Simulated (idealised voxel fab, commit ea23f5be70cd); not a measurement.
process module | voxel wiring stack
cross-section cut | 230 nm wide | cells 5 nm
A cross-section is a grid of square cells, given in bands from the top down. A band is one or more rows of cells.
Each band's line starts with the height of the band's top and of its bottom, in nm. Then come its materials from left to right, each with its width in nm. One material with "throughout" fills the band from edge to edge. "air" is empty space.
Height 0 is the level under which the wafer as received is all one material. The lowest band goes on downwards, as in "0 down".
A width such as "30 to 40" changes by the same amount from each row of cells to the next, from the band's top row to its bottom row.
"no change" after a step means that no cell of the cross-section changed.
closed voids: empty space of 8 cells or more with no open way to the top, each as width x height at its distance from the left edge, in nm
after a step's settings: what the simulator itself notes on the step
overlay nm, on a step with a mask: how far to the right of its planned place the mask lay; to the left if negative
plan
1 op RECEIVE | material Si
2 op CONFORMAL_DEP | material SiO2 | thk nm 10
3 op DIRECTIONAL_DEP | material TiN | thk nm 5
4 op DIRECTIONAL_DEP | material Ru | thk nm 25
5 op MASKED_ETCH | tone cover | mask id METAL_1 | width nm 25 | pitch nm 40 | etch materials Ru | depth nm 25 | overlay nm 0
6 op MASKED_ETCH | tone cover | mask id METAL_1 | width nm 25 | pitch nm 40 | etch materials TiN | depth nm 5 | overlay nm 0
7 op CONFORMAL_DEP | material SiN | thk nm 5
8 op FILL_DEP | material lowk | thk nm 10
9 op CMP | height nm 40
10 op CONFORMAL_DEP | material SiCN | thk nm 5
11 op DIRECTIONAL_DEP | material SiO2 | thk nm 15
12 op DIRECTIONAL_DEP | material aC | thk nm 15
13 op PATTERN | tone open | mask id PLUG_1 | material resist | width nm 15 | pitch nm 80 | thk nm 35 | overlay nm 0
14 op DIRECTIONAL_ETCH | etch materials aC | depth nm 15
15 op STRIP | etch materials resist
16 op DIRECTIONAL_ETCH | etch materials SiO2 | depth nm 15
17 op DIRECTIONAL_ETCH | etch materials SiCN | depth nm 5
18 op STRIP | etch materials aC
19 op CONFORMAL_DEP | material TiN | thk nm 5
20 op FILL_DEP | material Ru | thk nm 5
21 op CMP | height nm 60
22 op DIRECTIONAL_DEP | material TiN | thk nm 5
23 op DIRECTIONAL_DEP | material Ru | thk nm 20
24 op MASKED_ETCH | tone cover | mask id METAL_2 | width nm 25 | pitch nm 40 | etch materials Ru | depth nm 20 | overlay nm 0
25 op MASKED_ETCH | tone cover | mask id METAL_2 | width nm 25 | pitch nm 40 | etch materials TiN | depth nm 5 | overlay nm 0
26 op CONFORMAL_DEP | material SiN | thk nm 5
27 op FILL_DEP | material lowk | thk nm 10
28 op CMP | height nm 85
29 op CONFORMAL_DEP | material SiCN | thk nm 5
as received, after step 1
  0 down: Si throughout
  closed voids: none
first wafer at the end, as planned
  90 to 85: SiCN throughout
  85 to 65: lowk 35 | SiN 5 | Ru 25 | SiN 5 | lowk 5 | SiN 5 | Ru 25 | SiN 5 | lowk 5 | SiN 5 | Ru 25 | SiN 5 | lowk 5 | SiN 5 | Ru 25 | SiN 5 | lowk 40
  65 to 60: SiN 40 | TiN 25 | SiN 15 | TiN 25 | SiN 15 | TiN 25 | SiN 15 | TiN 25 | SiN 45
  60 to 45: SiO2 40 | TiN 5 | Ru 5 | TiN 5 | SiO2 65 | TiN 5 | Ru 5 | TiN 5 | SiO2 95
  45 to 40: SiCN 40 | TiN 15 | SiCN 65 | TiN 15 | SiCN 95
  40 to 15: lowk 35 | SiN 5 | Ru 25 | SiN 5 | lowk 5 | SiN 5 | Ru 25 | SiN 5 | lowk 5 | SiN 5 | Ru 25 | SiN 5 | lowk 5 | SiN 5 | Ru 25 | SiN 5 | lowk 40
  15 to 10: SiN 40 | TiN 25 | SiN 15 | TiN 25 | SiN 15 | TiN 25 | SiN 15 | TiN 25 | SiN 45
  10 to 0: SiO2 throughout
  0 down: Si throughout
  closed voids: none
second wafer at the end: like start, like plan, one mistake
  90 to 85: SiCN throughout
  85 to 65: lowk 35 | SiN 5 | Ru 25 | SiN 5 | lowk 5 | SiN 5 | Ru 25 | SiN 5 | lowk 5 | SiN 5 | Ru 25 | SiN 5 | lowk 5 | SiN 5 | Ru 25 | SiN 5 | lowk 40
  65 to 60: SiN 40 | TiN 25 | SiN 15 | TiN 25 | SiN 15 | TiN 25 | SiN 15 | TiN 25 | SiN 45
  60 to 45: SiO2 40 | TiN 5 | Ru 5 | TiN 5 | SiO2 65 | TiN 5 | Ru 5 | TiN 5 | SiO2 95
  45 to 40: SiCN 40 | TiN 15 | SiCN 65 | TiN 15 | SiCN 95
  40 to 20: lowk 40 | SiN 5 | Ru 15 | SiN 5 | lowk 15 | SiN 5 | Ru 15 | SiN 5 | lowk 15 | SiN 5 | Ru 15 | SiN 5 | lowk 15 | SiN 5 | Ru 15 | SiN 5 | lowk 45
  20 to 15: lowk 35 | SiN 10 | Ru 15 | SiN 10 | lowk 5 | SiN 10 | Ru 15 | SiN 10 | lowk 5 | SiN 10 | Ru 15 | SiN 10 | lowk 5 | SiN 10 | Ru 15 | SiN 10 | lowk 40
  15 to 10: SiN 40 | TiN 25 | SiN 15 | TiN 25 | SiN 15 | TiN 25 | SiN 15 | TiN 25 | SiN 45
  10 to 0: SiO2 throughout
  0 down: Si throughout
  closed voids: none
what went wrong: step 5 ran as: op MASKED_ETCH | tone cover | mask id METAL_1 | width nm 15 | pitch nm 40 | etch materials Ru | depth nm 25 | overlay nm 0
at the end the second wafer has, in cells: 40 fewer of Ru | 8 more of SiN | 32 more of lowk
